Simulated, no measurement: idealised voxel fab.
Process module under the name voxel double patterning
The figure presents cross-section cut, which has a width of 200 nm and is divided into square cells with an edge length of 5 nm.
Cross-section spec: square-cell grid; bands listed top down; each band is one or more rows.
For a band, the entry starts with two heights in nm, that of the top and then that of the bottom, and carries on with the band's materials in order from left to right, each alongside its width in nm; the word "throughout" beside a single material means it fills the band edge to edge, and "air" means empty space.
A quick word on heights: they are counted from 0, and under that level the wafer as it came to us is one material throughout. The lowest band is different from the rest in having no bottom; it simply continues downward, written as in "0..down".
Note: "30->40" means the width goes from the first number (top row of the band) to the second number (bottom row) in equal steps per row of cells.
"no modifications" means the step left every cell of the cross-section as it was.
Listed in "Internal closed voids": every empty space of 8 or more cells without an open way to the top. Form: width x height at distance, the distance being from the left edge, all in nm.
Past the settings on a step's line: simulator remark, on that step.
The line of a step may include "overlay nm". On a step with a mask, this value is how far to the right of its planned place the mask lay. A negative value means the mask lay to the left.
Planned process steps
- 1: RECEIVE [material Si]
- 2: CONFORMAL_DEP [material SiO2] [thk nm 5]
- 3: DIRECTIONAL_DEP [material W] [thk nm 10]
- 4: DIRECTIONAL_DEP [material SiCN] [thk nm 10]
- 5: DIRECTIONAL_DEP [material aC] [thk nm 15]
- 6: PATTERN [tone open] [mask id FIRST] [material resist] [width nm 15] [pitch nm 50] [thk nm 30] [overlay nm -15]
- 7: DIRECTIONAL_ETCH [etch materials aC] [depth nm 15]
- 8: STRIP [etch materials resist]
- 9: DIRECTIONAL_ETCH [etch materials SiCN] [depth nm 10]
- 10: STRIP [etch materials aC]
- 11: PATTERN [tone open] [mask id SECOND] [material resist] [width nm 15] [thk nm 15] [overlay nm 0]
- 12: DIRECTIONAL_ETCH [etch materials SiCN] [depth nm 10]
- 13: STRIP [etch materials resist]
- 14: DIRECTIONAL_ETCH [etch materials W] [depth nm 10]
- 15: STRIP [etch materials SiCN]
Split variable: overlay nm, step 6. Plan value = first wafer. Wafers start alike.
Incoming state of the first of several wafers in cross-section: after step 1
    0..down = Si throughout
    Internal closed voids: none
For your reference, the table is organized with a row per wafer; each row reflects the wafer at the end of the module, indicating for each material the cells gained (+) or lost (-) since receipt, and thereafter its closed voids
overlay nm -15, +40 SiO2, +64 W, Internal closed voids: none
overlay nm -10, +40 SiO2, +62 W, Internal closed voids: none
overlay nm -5, +40 SiO2, +62 W, Internal closed voids: none
overlay nm 0, +40 SiO2, +62 W, Internal closed voids: none
overlay nm 5, +40 SiO2, +62 W, Internal closed voids: none
overlay nm 10, +40 SiO2, +62 W, Internal closed voids: none
overlay nm 15, +40 SiO2, +64 W, Internal closed voids: none
